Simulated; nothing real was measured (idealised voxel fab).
The following process module bears the name voxel capacitor over wiring.
In the cross-section labelled cut, the width is 215 nm and each square cell is 5 nm.
Cross-sections here: square-cell grids, written as top-down lists of bands, a band being one or more rows of cells.
In this notation a band is specified by the heights of its top and bottom, in that order and in nm, after which its materials appear from left to right, each paired with its width in nm. The word "edge to edge" attached to a single material means that material fills the band from edge to edge; the word "air" stands for empty space.
Note: height 0 marks the level under which the wafer is uniformly one material as received. Lowest band unbounded below, written "z 0 and below".
Width "30 to 40": first value at the band's top row of cells, second value at its bottom row, equal change from row to row.
A step reported as "nothing was modified" is a step in which no cell of the cross-section changed.
Empty spaces without an open route to the top, at least 8 cells in extent, make up the entry "Voids, fully enclosed"; each is given as width x height at distance, where the distance is measured from the left edge, and all are in nm.
On each step's line, the part that comes after the settings is the simulator's own comment on the step.
overlay nm: on a step with a mask, how far right of its planned place the mask lay; negative means left.
Everything after this point is organized in pairs: a cross-section before one process step, a cross-section after it that shows only as deep as the lowest changed band, and, under the pair, the intervening step with its settings. Because different runs of this module on the same starting wafer can supply different pairs, a pair continues from the pair above it only if its entry headed "Status quo ante" says so.
Status quo ante
- z 0 and below  Si edge to edge
- Voids, fully enclosed: none
Sectional Result
- z 15 to 0  SiO2 edge to edge
- Below a height of 0, the structure has not been altered.
- Voids, fully enclosed: none
For reference, the processing step occurring between the two cross-sections presented above is as follows: op CONFORMAL_DEP | material SiO2 | thk nm 15
Status quo ante: the pre-step structure is the one depicted after the step in the pair just above.
Sectional Result
- z 20 to 15  TiN edge to edge
- Below a height of 15, the structure has not been altered.
- Voids, fully enclosed: none
For reference, the processing step occurring between the two cross-sections presented above is as follows: op DIRECTIONAL_DEP | material TiN | thk nm 5
Status quo ante: the pre-step structure is the one depicted after the step in the pair just above.
Sectional Result
- z 45 to 20  Ru edge to edge
- Below a height of 20, the structure has not been altered.
- Voids, fully enclosed: none
For reference, the processing step occurring between the two cross-sections presented above is as follows: op DIRECTIONAL_DEP | material Ru | thk nm 25
Status quo ante: the pre-step structure is the one depicted after the step in the pair just above.
Sectional Result
- z 60 to 45  55 air | 20 resist | 60 air | 20 resist | 60 air
- Below a height of 45, the structure has not been altered.
- Voids, fully enclosed: none
For reference, the processing step occurring between the two cross-sections presented above is as follows: op PATTERN | tone cover | mask id METAL_1 | material resist | width nm 20 | pitch nm 80 | thk nm 15 | overlay nm 0
Status quo ante: the pre-step structure is the one depicted after the step in the pair just above.
Sectional Result
- z 60 to 45  55 air | 20 resist | 60 air | 20 resist | 60 air
- z 45 to 20  55 air | 20 Ru | 60 air | 20 Ru | 60 air
- Below a height of 20, the structure has not been altered.
- Voids, fully enclosed: none
For reference, the processing step occurring between the two cross-sections presented above is as follows: op DIRECTIONAL_ETCH | etch materials Ru | depth nm 25
Status quo ante: the pre-step structure is the one depicted after the step in the pair just above.
Sectional Result
- z 60 to 45  55 air | 20 resist | 60 air | 20 resist | 60 air
- z 45 to 20  55 air | 20 Ru | 60 air | 20 Ru | 60 air
- z 20 to 15  55 air | 20 TiN | 60 air | 20 TiN | 60 air
- Below a height of 15, the structure has not been altered.
- Voids, fully enclosed: none
For reference, the processing step occurring between the two cross-sections presented above is as follows: op DIRECTIONAL_ETCH | etch materials TiN | depth nm 5
Status quo ante: the pre-step structure is the one depicted after the step in the pair just above.
Sectional Result
- z 45 to 20  55 air | 20 Ru | 60 air | 20 Ru | 60 air
- Below a height of 20, the structure has not been altered.
- Voids, fully enclosed: none
For reference, the processing step occurring between the two cross-sections presented above is as follows: op STRIP | etch materials resist
Status quo ante: the pre-step structure is the one depicted after the step in the pair just above.
Sectional Result
- z 50 to 45  SiO2 edge to edge
- z 45 to 20  55 SiO2 | 20 Ru | 60 SiO2 | 20 Ru | 60 SiO2
- z 20 to 15  55 SiO2 | 20 TiN | 60 SiO2 | 20 TiN | 60 SiO2
- Below a height of 15, the structure has not been altered.
- Voids, fully enclosed: none
For reference, the processing step occurring between the two cross-sections presented above is as follows: op FILL_DEP | material SiO2 | thk nm 5
Status quo ante: the pre-step structure is the one depicted after the step in the pair just above.
Sectional Result
- z 45 to 20  55 SiO2 | 20 Ru | 60 SiO2 | 20 Ru | 60 SiO2
- Below a height of 20, the structure has not been altered.
- Voids, fully enclosed: none
For reference, the processing step occurring between the two cross-sections presented above is as follows: op CMP | height nm 45
Status quo ante: the pre-step structure is the one depicted after the step in the pair just above.
Sectional Result
- z 50 to 45  SiCN edge to edge
- Below a height of 45, the structure has not been altered.
- Voids, fully enclosed: none
For reference, the processing step occurring between the two cross-sections presented above is as follows: op CONFORMAL_DEP | material SiCN | thk nm 5
Status quo ante: the pre-step structure is the one depicted after the step in the pair just above.
Sectional Result
- z 60 to 50  SiO2 edge to edge
- Below a height of 50, the structure has not been altered.
- Voids, fully enclosed: none
For reference, the processing step occurring between the two cross-sections presented above is as follows: op DIRECTIONAL_DEP | material SiO2 | thk nm 10
Status quo ante: the pre-step structure is the one depicted after the step in the pair just above.
Sectional Result
- z 75 to 60  60 resist | 15 air | 140 resist
- Below a height of 60, the structure has not been altered.
- Voids, fully enclosed: none
For reference, the processing step occurring between the two cross-sections presented above is as follows: op PATTERN | tone open | mask id PLUG_1 | material resist | width nm 15 | thk nm 15 | overlay nm 0
Status quo ante: the pre-step structure is the one depicted after the step in the pair just above.
Sectional Result
- z 75 to 60  60 resist | 15 air | 140 resist
- z 60 to 50  60 SiO2 | 15 air | 140 SiO2
- Below a height of 50, the structure has not been altered.
- Voids, fully enclosed: none
For reference, the processing step occurring between the two cross-sections presented above is as follows: op DIRECTIONAL_ETCH | etch materials SiO2 | depth nm 10
Status quo ante: the pre-step structure is the one depicted after the step in the pair just above.
Sectional Result
- z 75 to 60  60 resist | 15 air | 140 resist
- z 60 to 50  60 SiO2 | 15 air | 140 SiO2
- z 50 to 45  60 SiCN | 15 air | 140 SiCN
- Below a height of 45, the structure has not been altered.
- Voids, fully enclosed: none
For reference, the processing step occurring between the two cross-sections presented above is as follows: op DIRECTIONAL_ETCH | etch materials SiCN | depth nm 5
Status quo ante: the pre-step structure is the one depicted after the step in the pair just above.
Sectional Result
- z 60 to 50  60 SiO2 | 15 air | 140 SiO2
- Below a height of 50, the structure has not been altered.
- Voids, fully enclosed: none
For reference, the processing step occurring between the two cross-sections presented above is as follows: op STRIP | etch materials resist
Status quo ante: the pre-step structure is the one depicted after the step in the pair just above.
Sectional Result
- z 60 to 55  60 SiO2 | 15 air | 140 SiO2
- z 55 to 50  60 SiO2 | 15 Ru | 140 SiO2
- z 50 to 45  60 SiCN | 15 Ru | 140 SiCN
- Below a height of 45, the structure has not been altered.
- Voids, fully enclosed: none
For reference, the processing step occurring between the two cross-sections presented above is as follows: op EPI | material Ru | thk nm 10
Status quo ante: the pre-step structure is the one depicted after the step in the pair just above.
Sectional Result
- z 60 to 50  60 SiO2 | 15 Ru | 140 SiO2
- Below a height of 50, the structure has not been altered.
- Voids, fully enclosed: none
For reference, the processing step occurring between the two cross-sections presented above is as follows: op EPI | material Ru | thk nm 5
Status quo ante: the pre-step structure is the one depicted after the step in the pair just above.
Sectional Result
- z 70 to 60  TiN edge to edge
- Below a height of 60, the structure has not been altered.
- Voids, fully enclosed: none
For reference, the processing step occurring between the two cross-sections presented above is as follows: op DIRECTIONAL_DEP | material TiN | thk nm 10
Status quo ante: the pre-step structure is the one depicted after the step in the pair just above.
Sectional Result
- z 75 to 70  Al2O3 edge to edge
- Below a height of 70, the structure has not been altered.
- Voids, fully enclosed: none
For reference, the processing step occurring between the two cross-sections presented above is as follows: op DIRECTIONAL_DEP | material Al2O3 | thk nm 5
Status quo ante: the pre-step structure is the one depicted after the step in the pair just above.
Sectional Result
- z 80 to 75  TiN edge to edge
- Below a height of 75, the structure has not been altered.
- Voids, fully enclosed: none
For reference, the processing step occurring between the two cross-sections presented above is as follows: op DIRECTIONAL_DEP | material TiN | thk nm 5
Status quo ante: the pre-step structure is the one depicted after the step in the pair just above.
Sectional Result
- z 95 to 80  aC edge to edge
- Below a height of 80, the structure has not been altered.
- Voids, fully enclosed: none
For reference, the processing step occurring between the two cross-sections presented above is as follows: op DIRECTIONAL_DEP | material aC | thk nm 15
Status quo ante: the pre-step structure is the one depicted after the step in the pair just above.
Sectional Result
- z 125 to 95  60 air | 65 resist | 90 air
- Below a height of 95, the structure has not been altered.
- Voids, fully enclosed: none
For reference, the processing step occurring between the two cross-sections presented above is as follows: op PATTERN | tone cover | mask id UPPER_PLATE | material resist | width nm 65 | thk nm 30 | overlay nm 0
Status quo ante: the pre-step structure is the one depicted after the step in the pair just above.
Sectional Result
- z 110 to 95  60 air | 65 resist | 90 air
- z 95 to 80  60 air | 65 aC | 90 air
- Below a height of 80, the structure has not been altered.
- Voids, fully enclosed: none
For reference, the processing step occurring between the two cross-sections presented above is as follows: op DIRECTIONAL_ETCH | etch materials aC | depth nm 15
Status quo ante: the pre-step structure is the one depicted after the step in the pair just above.
Sectional Result
- z 95 to 80  60 air | 65 aC | 90 air
- Below a height of 80, the structure has not been altered.
- Voids, fully enclosed: none
For reference, the processing step occurring between the two cross-sections presented above is as follows: op STRIP | etch materials resist
Status quo ante: the pre-step structure is the one depicted after the step in the pair just above.
Sectional Result
- z 95 to 80  60 air | 65 aC | 90 air
- z 80 to 75  60 air | 65 TiN | 90 air
- Below a height of 75, the structure has not been altered.
- Voids, fully enclosed: none
For reference, the processing step occurring between the two cross-sections presented above is as follows: op DIRECTIONAL_ETCH | etch materials TiN | depth nm 5
Status quo ante: the pre-step structure is the one depicted after the step in the pair just above.
Sectional Result
- z 95 to 80  60 air | 65 aC | 90 air
- z 80 to 75  60 air | 65 TiN | 90 air
- z 75 to 70  60 air | 65 Al2O3 | 90 air
- Below a height of 70, the structure has not been altered.
- Voids, fully enclosed: none
For reference, the processing step occurring between the two cross-sections presented above is as follows: op DIRECTIONAL_ETCH | etch materials Al2O3 | depth nm 5
Status quo ante: the pre-step structure is the one depicted after the step in the pair just above.
Sectional Result
- z 80 to 75  60 air | 65 TiN | 90 air
- Below a height of 75, the structure has not been altered.
- Voids, fully enclosed: none
For reference, the processing step occurring between the two cross-sections presented above is as follows: op STRIP | etch materials aC
Status quo ante: the pre-step structure is the one depicted after the step in the pair just above.
Sectional Result
- z 100 to 80  55 air | 75 resist | 85 air
- z 80 to 75  55 air | 5 resist | 65 TiN | 5 resist | 85 air
- z 75 to 70  55 air | 5 resist | 65 Al2O3 | 5 resist | 85 air
- Below a height of 70, the structure has not been altered.
- Voids, fully enclosed: none
For reference, the processing step occurring between the two cross-sections presented above is as follows: op PATTERN | tone cover | mask id LOWER_PLATE | material resist | width nm 75 | thk nm 20 | overlay nm 0
Status quo ante: the pre-step structure is the one depicted after the step in the pair just above.
Sectional Result
- z 100 to 80  55 air | 75 resist | 85 air
- z 80 to 75  55 air | 5 resist | 65 TiN | 5 resist | 85 air
- z 75 to 70  55 air | 5 resist | 65 Al2O3 | 5 resist | 85 air
- z 70 to 60  55 air | 75 TiN | 85 air
- Below a height of 60, the structure has not been altered.
- Voids, fully enclosed: none
For reference, the processing step occurring between the two cross-sections presented above is as follows: op DIRECTIONAL_ETCH | etch materials TiN | depth nm 10
Status quo ante: the pre-step structure is the one depicted after the step in the pair just above.
Sectional Result
- z 80 to 75  60 air | 65 TiN | 90 air
- z 75 to 70  60 air | 65 Al2O3 | 90 air
- Below a height of 70, the structure has not been altered.
- Voids, fully enclosed: none
For reference, the processing step occurring between the two cross-sections presented above is as follows: op STRIP | etch materials resist
Status quo ante: the pre-step structure is the one depicted after the step in the pair just above.
Sectional Result
- z 95 to 80  SiO2 edge to edge
- z 80 to 75  60 SiO2 | 65 TiN | 90 SiO2
- z 75 to 70  60 SiO2 | 65 Al2O3 | 90 SiO2
- z 70 to 60  55 SiO2 | 75 TiN | 85 SiO2
- Below a height of 60, the structure has not been altered.
- Voids, fully enclosed: none
For reference, the processing step occurring between the two cross-sections presented above is as follows: op FILL_DEP | material SiO2 | thk nm 15
Status quo ante: the pre-step structure is the one depicted after the step in the pair just above.
Sectional Result
- z 90 to 80  SiO2 edge to edge
- Below a height of 80, the structure has not been altered.
- Voids, fully enclosed: none
For reference, the processing step occurring between the two cross-sections presented above is as follows: op CMP | height nm 90
Status quo ante: the pre-step structure is the one depicted after the step in the pair just above.
Sectional Result
- z 105 to 90  70 resist | 15 air | 130 resist
- Below a height of 90, the structure has not been altered.
- Voids, fully enclosed: none
For reference, the processing step occurring between the two cross-sections presented above is as follows: op PATTERN | tone open | mask id PLUG_2 | material resist | width nm 15 | thk nm 15 | overlay nm 0
Status quo ante: the pre-step structure is the one depicted after the step in the pair just above.
Sectional Result
- z 105 to 90  70 resist | 15 air | 130 resist
- z 90 to 80  70 SiO2 | 15 air | 130 SiO2
- Below a height of 80, the structure has not been altered.
- Voids, fully enclosed: none
For reference, the processing step occurring between the two cross-sections presented above is as follows: op DIRECTIONAL_ETCH | etch materials SiO2 | depth nm 10
Status quo ante: the pre-step structure is the one depicted after the step in the pair just above.
Sectional Result
- z 90 to 80  70 SiO2 | 15 air | 130 SiO2
- Below a height of 80, the structure has not been altered.
- Voids, fully enclosed: none
For reference, the processing step occurring between the two cross-sections presented above is as follows: op STRIP | etch materials resist
Status quo ante: the pre-step structure is the one depicted after the step in the pair just above.
Sectional Result
- z 95 to 90  75 TiN | 5 air | 135 TiN
- z 90 to 85  70 SiO2 | 5 TiN | 5 air | 5 TiN | 130 SiO2
- z 85 to 75  70 to 60 SiO2 | 15 to 65 TiN | 130 to 90 SiO2
- Below a height of 75, the structure has not been altered.
- Voids, fully enclosed: none
For reference, the processing step occurring between the two cross-sections presented above is as follows: op CONFORMAL_DEP | material TiN | thk nm 5
Status quo ante: the pre-step structure is the one depicted after the step in the pair just above.
Sectional Result
- z 105 to 95  W edge to edge
- z 95 to 90  75 TiN | 5 W | 135 TiN
- z 90 to 85  70 SiO2 | 5 TiN | 5 W | 5 TiN | 130 SiO2
- Below a height of 85, the structure has not been altered.
- Voids, fully enclosed: none
For reference, the processing step occurring between the two cross-sections presented above is as follows: op FILL_DEP | material W | thk nm 10
Status quo ante: the pre-step structure is the one depicted after the step in the pair just above.
Sectional Result
- z 90 to 85  70 SiO2 | 5 TiN | 5 W | 5 TiN | 130 SiO2
- Below a height of 85, the structure has not been altered.
- Voids, fully enclosed: none
For reference, the processing step occurring between the two cross-sections presented above is as follows: op CMP | height nm 90
Status quo ante: the pre-step structure is the one depicted after the step in the pair just above.
Sectional Result
- z 95 to 90  SiCN edge to edge
- Below a height of 90, the structure has not been altered.
- Voids, fully enclosed: none
For reference, the processing step occurring between the two cross-sections presented above is as follows: op CONFORMAL_DEP | material SiCN | thk nm 5
Status quo ante
- z 15 to 0  SiO2 edge to edge
- z 0 and below  Si edge to edge
- Voids, fully enclosed: none
Sectional Result
- z 40 to 15  Ru edge to edge
- Below a height of 15, the structure has not been altered.
- Voids, fully enclosed: none
For reference, the processing step occurring between the two cross-sections presented above is as follows: op DIRECTIONAL_DEP | material Ru | thk nm 25
Status quo ante: the pre-step structure is the one depicted after the step in the pair just above.
Sectional Result
- z 55 to 40  55 air | 20 resist | 60 air | 20 resist | 60 air
- Below a height of 40, the structure has not been altered.
- Voids, fully enclosed: none
For reference, the processing step occurring between the two cross-sections presented above is as follows: op PATTERN | tone cover | mask id METAL_1 | material resist | width nm 20 | pitch nm 80 | thk nm 15 | overlay nm 0
Status quo ante: the pre-step structure is the one depicted after the step in the pair just above.
Sectional Result
- z 55 to 40  55 air | 20 resist | 60 air | 20 resist | 60 air
- z 40 to 15  55 air | 20 Ru | 60 air | 20 Ru | 60 air
- Below a height of 15, the structure has not been altered.
- Voids, fully enclosed: none
For reference, the processing step occurring between the two cross-sections presented above is as follows: op DIRECTIONAL_ETCH | etch materials Ru | depth nm 25
Status quo ante: the pre-step structure is the one depicted after the step in the pair just above.
Sectional Result
- z 40 to 15  55 air | 20 Ru | 60 air | 20 Ru | 60 air
- Below a height of 15, the structure has not been altered.
- Voids, fully enclosed: none
For reference, the processing step occurring between the two cross-sections presented above is as follows: op STRIP | etch materials resist
Status quo ante: the pre-step structure is the one depicted after the step in the pair just above.
Sectional Result
- z 45 to 40  SiO2 edge to edge
- z 40 to 15  55 SiO2 | 20 Ru | 60 SiO2 | 20 Ru | 60 SiO2
- Below a height of 15, the structure has not been altered.
- Voids, fully enclosed: none
For reference, the processing step occurring between the two cross-sections presented above is as follows: op FILL_DEP | material SiO2 | thk nm 5
Status quo ante: the pre-step structure is the one depicted after the step in the pair just above.
Sectional Result
- z 50 to 45  SiCN edge to edge
- Below a height of 45, the structure has not been altered.
- Voids, fully enclosed: none
For reference, the processing step occurring between the two cross-sections presented above is as follows: op CONFORMAL_DEP | material SiCN | thk nm 5
Status quo ante: the pre-step structure is the one depicted after the step in the pair just above.
Sectional Result
- z 60 to 50  SiO2 edge to edge
- Below a height of 50, the structure has not been altered.
- Voids, fully enclosed: none
For reference, the processing step occurring between the two cross-sections presented above is as follows: op DIRECTIONAL_DEP | material SiO2 | thk nm 10
Status quo ante: the pre-step structure is the one depicted after the step in the pair just above.
Sectional Result
- z 75 to 60  60 resist | 15 air | 140 resist
- Below a height of 60, the structure has not been altered.
- Voids, fully enclosed: none
For reference, the processing step occurring between the two cross-sections presented above is as follows: op PATTERN | tone open | mask id PLUG_1 | material resist | width nm 15 | thk nm 15 | overlay nm 0
Status quo ante: the pre-step structure is the one depicted after the step in the pair just above.
Sectional Result
- z 75 to 60  60 resist | 15 air | 140 resist
- z 60 to 50  60 SiO2 | 15 air | 140 SiO2
- Below a height of 50, the structure has not been altered.
- Voids, fully enclosed: none
For reference, the processing step occurring between the two cross-sections presented above is as follows: op DIRECTIONAL_ETCH | etch materials SiO2 | depth nm 10
Status quo ante: the pre-step structure is the one depicted after the step in the pair just above.
Sectional Result
- z 75 to 60  60 resist | 15 air | 140 resist
- z 60 to 50  60 SiO2 | 15 air | 140 SiO2
- z 50 to 45  60 SiCN | 15 air | 140 SiCN
- Below a height of 45, the structure has not been altered.
- Voids, fully enclosed: none
For reference, the processing step occurring between the two cross-sections presented above is as follows: op DIRECTIONAL_ETCH | etch materials SiCN | depth nm 5
Status quo ante: the pre-step structure is the one depicted after the step in the pair just above.
Sectional Result
- z 60 to 50  60 SiO2 | 15 air | 140 SiO2
- Below a height of 50, the structure has not been altered.
- Voids, fully enclosed: none
For reference, the processing step occurring between the two cross-sections presented above is as follows: op STRIP | etch materials resist
Status quo ante: the pre-step structure is the one depicted after the step in the pair just above.
Sectional Result
- z 70 to 60  60 TiN | 15 air | 140 TiN
- z 60 to 55  60 SiO2 | 15 air | 140 SiO2
- z 55 to 50  60 SiO2 | 15 TiN | 140 SiO2
- z 50 to 45  60 SiCN | 15 TiN | 140 SiCN
- Below a height of 45, the structure has not been altered.
- Voids, fully enclosed: none
For reference, the processing step occurring between the two cross-sections presented above is as follows: op DIRECTIONAL_DEP | material TiN | thk nm 10
Status quo ante: the pre-step structure is the one depicted after the step in the pair just above.
Sectional Result
- z 75 to 70  60 Al2O3 | 15 air | 140 Al2O3
- z 70 to 60  60 TiN | 15 air | 140 TiN
- z 60 to 55  60 SiO2 | 15 Al2O3 | 140 SiO2
- Below a height of 55, the structure has not been altered.
- Voids, fully enclosed: none
For reference, the processing step occurring between the two cross-sections presented above is as follows: op DIRECTIONAL_DEP | material Al2O3 | thk nm 5
Status quo ante: the pre-step structure is the one depicted after the step in the pair just above.
Sectional Result
- z 80 to 75  60 TiN | 15 air | 140 TiN
- z 75 to 70  60 Al2O3 | 15 air | 140 Al2O3
- z 70 to 65  60 TiN | 15 air | 140 TiN
- z 65 to 60  TiN edge to edge
- Below a height of 60, the structure has not been altered.
- Voids, fully enclosed: none
For reference, the processing step occurring between the two cross-sections presented above is as follows: op DIRECTIONAL_DEP | material TiN | thk nm 5
Status quo ante: the pre-step structure is the one depicted after the step in the pair just above.
Sectional Result
- z 95 to 80  60 aC | 15 air | 140 aC
- z 80 to 75  60 TiN | 15 aC | 140 TiN
- z 75 to 70  60 Al2O3 | 15 aC | 140 Al2O3
- z 70 to 65  60 TiN | 15 aC | 140 TiN
- Below a height of 65, the structure has not been altered.
- Voids, fully enclosed: none
For reference, the processing step occurring between the two cross-sections presented above is as follows: op DIRECTIONAL_DEP | material aC | thk nm 15
Status quo ante: the pre-step structure is the one depicted after the step in the pair just above.
Sectional Result
- z 125 to 95  60 air | 65 resist | 90 air
- z 95 to 80  60 aC | 15 resist | 140 aC
- Below a height of 80, the structure has not been altered.
- Voids, fully enclosed: none
For reference, the processing step occurring between the two cross-sections presented above is as follows: op PATTERN | tone cover | mask id UPPER_PLATE | material resist | width nm 65 | thk nm 30 | overlay nm 0
Status quo ante: the pre-step structure is the one depicted after the step in the pair just above.
Sectional Result
- z 110 to 95  60 air | 65 resist | 90 air
- z 95 to 80  60 air | 15 resist | 50 aC | 90 air
- Below a height of 80, the structure has not been altered.
- Voids, fully enclosed: none
For reference, the processing step occurring between the two cross-sections presented above is as follows: op DIRECTIONAL_ETCH | etch materials aC | depth nm 15
Status quo ante: the pre-step structure is the one depicted after the step in the pair just above.
Sectional Result
- z 95 to 80  75 air | 50 aC | 90 air
- Below a height of 80, the structure has not been altered.
- Voids, fully enclosed: none
For reference, the processing step occurring between the two cross-sections presented above is as follows: op STRIP | etch materials resist
Status quo ante: the pre-step structure is the one depicted after the step in the pair just above.
Sectional Result
- z 95 to 80  75 air | 50 aC | 90 air
- z 80 to 75  60 air | 15 aC | 50 TiN | 90 air
- Below a height of 75, the structure has not been altered.
- Voids, fully enclosed: none
For reference, the processing step occurring between the two cross-sections presented above is as follows: op DIRECTIONAL_ETCH | etch materials TiN | depth nm 5
Status quo ante: the pre-step structure is the one depicted after the step in the pair just above.
Sectional Result
- z 95 to 80  75 air | 50 aC | 90 air
- z 80 to 75  60 air | 15 aC | 50 TiN | 90 air
- z 75 to 70  60 air | 15 aC | 50 Al2O3 | 90 air
- Below a height of 70, the structure has not been altered.
- Voids, fully enclosed: none
For reference, the processing step occurring between the two cross-sections presented above is as follows: op DIRECTIONAL_ETCH | etch materials Al2O3 | depth nm 5
Status quo ante: the pre-step structure is the one depicted after the step in the pair just above.
Sectional Result
- z 80 to 75  75 air | 50 TiN | 90 air
- z 75 to 70  75 air | 50 Al2O3 | 90 air
- z 70 to 65  60 TiN | 15 air | 140 TiN
- Below a height of 65, the structure has not been altered.
- Voids, fully enclosed: none
For reference, the processing step occurring between the two cross-sections presented above is as follows: op STRIP | etch materials aC
Status quo ante: the pre-step structure is the one depicted after the step in the pair just above.
Sectional Result
- z 100 to 80  55 air | 75 resist | 85 air
- z 80 to 75  55 air | 20 resist | 50 TiN | 5 resist | 85 air
- z 75 to 70  55 air | 20 resist | 50 Al2O3 | 5 resist | 85 air
- z 70 to 65  60 TiN | 15 resist | 140 TiN
- Below a height of 65, the structure has not been altered.
- Voids, fully enclosed: none
For reference, the processing step occurring between the two cross-sections presented above is as follows: op PATTERN | tone cover | mask id LOWER_PLATE | material resist | width nm 75 | thk nm 20 | overlay nm 0
Status quo ante: the pre-step structure is the one depicted after the step in the pair just above.
Sectional Result
- z 100 to 80  55 air | 75 resist | 85 air
- z 80 to 75  55 air | 20 resist | 50 TiN | 5 resist | 85 air
- z 75 to 70  55 air | 20 resist | 50 Al2O3 | 5 resist | 85 air
- z 70 to 65  55 air | 5 TiN | 15 resist | 55 TiN | 85 air
- z 65 to 60  55 air | 75 TiN | 85 air
- Below a height of 60, the structure has not been altered.
- Voids, fully enclosed: none
For reference, the processing step occurring between the two cross-sections presented above is as follows: op DIRECTIONAL_ETCH | etch materials TiN | depth nm 10
Status quo ante: the pre-step structure is the one depicted after the step in the pair just above.
Sectional Result
- z 80 to 75  75 air | 50 TiN | 90 air
- z 75 to 70  75 air | 50 Al2O3 | 90 air
- z 70 to 65  55 air | 5 TiN | 15 air | 55 TiN | 85 air
- Below a height of 65, the structure has not been altered.
- Voids, fully enclosed: none
For reference, the processing step occurring between the two cross-sections presented above is as follows: op STRIP | etch materials resist
Status quo ante: the pre-step structure is the one depicted after the step in the pair just above.
Sectional Result
- z 95 to 80  SiO2 edge to edge
- z 80 to 75  75 SiO2 | 50 TiN | 90 SiO2
- z 75 to 70  75 SiO2 | 50 Al2O3 | 90 SiO2
- z 70 to 65  55 SiO2 | 5 TiN | 15 SiO2 | 55 TiN | 85 SiO2
- z 65 to 60  55 SiO2 | 75 TiN | 85 SiO2
- Below a height of 60, the structure has not been altered.
- Voids, fully enclosed: none
For reference, the processing step occurring between the two cross-sections presented above is as follows: op FILL_DEP | material SiO2 | thk nm 15
Status quo ante: the pre-step structure is the one depicted after the step in the pair just above.
Sectional Result
- z 90 to 80  SiO2 edge to edge
- Below a height of 80, the structure has not been altered.
- Voids, fully enclosed: none
For reference, the processing step occurring between the two cross-sections presented above is as follows: op CMP | height nm 90
Status quo ante: the pre-step structure is the one depicted after the step in the pair just above.
Sectional Result
- z 105 to 90  70 resist | 15 air | 130 resist
- Below a height of 90, the structure has not been altered.
- Voids, fully enclosed: none
For reference, the processing step occurring between the two cross-sections presented above is as follows: op PATTERN | tone open | mask id PLUG_2 | material resist | width nm 15 | thk nm 15 | overlay nm 0
Status quo ante: the pre-step structure is the one depicted after the step in the pair just above.
Sectional Result
- z 105 to 90  70 resist | 15 air | 130 resist
- z 90 to 80  70 SiO2 | 15 air | 130 SiO2
- Below a height of 80, the structure has not been altered.
- Voids, fully enclosed: none
For reference, the processing step occurring between the two cross-sections presented above is as follows: op DIRECTIONAL_ETCH | etch materials SiO2 | depth nm 10
Status quo ante: the pre-step structure is the one depicted after the step in the pair just above.
Sectional Result
- z 90 to 80  70 SiO2 | 15 air | 130 SiO2
- Below a height of 80, the structure has not been altered.
- Voids, fully enclosed: none
For reference, the processing step occurring between the two cross-sections presented above is as follows: op STRIP | etch materials resist
Status quo ante: the pre-step structure is the one depicted after the step in the pair just above.
Sectional Result
- z 95 to 90  75 TiN | 5 air | 135 TiN
- z 90 to 85  70 SiO2 | 5 TiN | 5 air | 5 TiN | 130 SiO2
- z 85 to 75  70 to 75 SiO2 | 15 to 50 TiN | 130 to 90 SiO2
- Below a height of 75, the structure has not been altered.
- Voids, fully enclosed: none
For reference, the processing step occurring between the two cross-sections presented above is as follows: op CONFORMAL_DEP | material TiN | thk nm 5
Status quo ante: the pre-step structure is the one depicted after the step in the pair just above.
Sectional Result
- z 105 to 95  W edge to edge
- z 95 to 90  75 TiN | 5 W | 135 TiN
- z 90 to 85  70 SiO2 | 5 TiN | 5 W | 5 TiN | 130 SiO2
- Below a height of 85, the structure has not been altered.
- Voids, fully enclosed: none
For reference, the processing step occurring between the two cross-sections presented above is as follows: op FILL_DEP | material W | thk nm 10
Status quo ante: the pre-step structure is the one depicted after the step in the pair just above.
Sectional Result
- z 90 to 85  70 SiO2 | 5 TiN | 5 W | 5 TiN | 130 SiO2
- Below a height of 85, the structure has not been altered.
- Voids, fully enclosed: none
For reference, the processing step occurring between the two cross-sections presented above is as follows: op CMP | height nm 90
Status quo ante: the pre-step structure is the one depicted after the step in the pair just above.
Sectional Result
- z 95 to 90  SiCN edge to edge
- Below a height of 90, the structure has not been altered.
- Voids, fully enclosed: none
For reference, the processing step occurring between the two cross-sections presented above is as follows: op CONFORMAL_DEP | material SiCN | thk nm 5
Status quo ante
- z 15 to 0  SiO2 edge to edge
- z 0 and below  Si edge to edge
- Voids, fully enclosed: none
Sectional Result
- z 30 to 0  SiO2 edge to edge
- Below a height of 0, the structure has not been altered.
- Voids, fully enclosed: none
For reference, the processing step occurring between the two cross-sections presented above is as follows: op CONFORMAL_DEP | material SiO2 | thk nm 15
Status quo ante: the pre-step structure is the one depicted after the step in the pair just above.
Sectional Result
- z 35 to 30  TiN edge to edge
- Below a height of 30, the structure has not been altered.
- Voids, fully enclosed: none
For reference, the processing step occurring between the two cross-sections presented above is as follows: op DIRECTIONAL_DEP | material TiN | thk nm 5
Status quo ante: the pre-step structure is the one depicted after the step in the pair just above.
Sectional Result
- z 60 to 35  Ru edge to edge
- Below a height of 35, the structure has not been altered.
- Voids, fully enclosed: none
For reference, the processing step occurring between the two cross-sections presented above is as follows: op DIRECTIONAL_DEP | material Ru | thk nm 25
Status quo ante: the pre-step structure is the one depicted after the step in the pair just above.
Sectional Result
- z 75 to 60  55 air | 20 resist | 60 air | 20 resist | 60 air
- Below a height of 60, the structure has not been altered.
- Voids, fully enclosed: none
For reference, the processing step occurring between the two cross-sections presented above is as follows: op PATTERN | tone cover | mask id METAL_1 | material resist | width nm 20 | pitch nm 80 | thk nm 15 | overlay nm 0
Status quo ante: the pre-step structure is the one depicted after the step in the pair just above.
Sectional Result
- z 75 to 60  55 air | 20 resist | 60 air | 20 resist | 60 air
- z 60 to 35  55 air | 20 Ru | 60 air | 20 Ru | 60 air
- Below a height of 35, the structure has not been altered.
- Voids, fully enclosed: none
For reference, the processing step occurring between the two cross-sections presented above is as follows: op DIRECTIONAL_ETCH | etch materials Ru | depth nm 25
Status quo ante: the pre-step structure is the one depicted after the step in the pair just above.
Sectional Result
- z 75 to 60  55 air | 20 resist | 60 air | 20 resist | 60 air
- z 60 to 35  55 air | 20 Ru | 60 air | 20 Ru | 60 air
- z 35 to 30  55 air | 20 TiN | 60 air | 20 TiN | 60 air
- Below a height of 30, the structure has not been altered.
- Voids, fully enclosed: none
For reference, the processing step occurring between the two cross-sections presented above is as follows: op DIRECTIONAL_ETCH | etch materials TiN | depth nm 5
Status quo ante: the pre-step structure is the one depicted after the step in the pair just above.
Sectional Result
- z 60 to 35  55 air | 20 Ru | 60 air | 20 Ru | 60 air
- Below a height of 35, the structure has not been altered.
- Voids, fully enclosed: none
For reference, the processing step occurring between the two cross-sections presented above is as follows: op STRIP | etch materials resist
Status quo ante: the pre-step structure is the one depicted after the step in the pair just above.
Sectional Result
- z 65 to 60  SiO2 edge to edge
- z 60 to 35  55 SiO2 | 20 Ru | 60 SiO2 | 20 Ru | 60 SiO2
- z 35 to 30  55 SiO2 | 20 TiN | 60 SiO2 | 20 TiN | 60 SiO2
- Below a height of 30, the structure has not been altered.
- Voids, fully enclosed: none
For reference, the processing step occurring between the two cross-sections presented above is as follows: op FILL_DEP | material SiO2 | thk nm 5
